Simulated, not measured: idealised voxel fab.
process module | voxel local oxidation
For reference, the cross-section in this document is cut, with width 255 nm and square cells of 5 nm.
Heads up, the way a cross-section reads in here is a grid of square cells, handed over as bands from the top down, with every band being one or more rows of cells.
The entry gives the band's vertical extent as a top height and a bottom height in nm, then its horizontal make-up as materials from left to right, each with a width in nm. "empty" stands for empty space; a single material marked "full width" fills the band edge to edge.
For the purposes of this specification, 0 denotes the height below which the wafer in its as-received condition is composed wholly of one material, and the lowermost band, lacking a lower limit, extends downward without end, as expressed in "0 and below".
Width: "30 to 40" (first number = top row, second number = bottom row, same change from row to row of cells).
"left unchanged" (step): cross-section cells unchanged, all of them.
The entry "Fully sealed cavities" lists the empty spaces that cover at least 8 cells and have no open path to the top. Each is written as width x height at distance, where the distance is measured from the left edge and all three values are in nm.
That trailing text on a step's line, after the settings, is the simulator's own remark on the step.
"overlay nm" denotes, for a step that has a mask, the displacement of the mask to the right of its planned place, with negative values corresponding to the left.
## plan
1,RECEIVE, material Si
2,CONFORMAL_DEP, material SiO2, thk nm 5
3,CONFORMAL_DEP, material SiN, thk nm 15
4,PATTERN, tone cover, mask id ACTIVE, material resist, width nm 105, thk nm 15, overlay nm 0
5,DIRECTIONAL_ETCH, etch materials SiN, depth nm 15
6,STRIP, etch materials resist
7,SELECTIVE_ETCH, etch materials SiO2, depth nm 5
8,OXIDIZE, depth nm 10
9,STRIP, etch materials SiN
## As received (post step 1): cross-section
0 and below: Si full width
Fully sealed cavities: none
## Final wafer profile in cross-section after the module, from the same start and plan as above, with one mistake made during processing
5 down to 0: empty=70 | SiO2=95 | empty=90
0 down to -10: SiO2=80 | Si=75 | SiO2=100
-10 and below: Si full width
Fully sealed cavities: none
Error vs. plan: for step 4, the planned setting was not used; the step was instead run as PATTERN, tone cover, mask id ACTIVE, material resist, width nm 105, thk nm 15, overlay nm -10
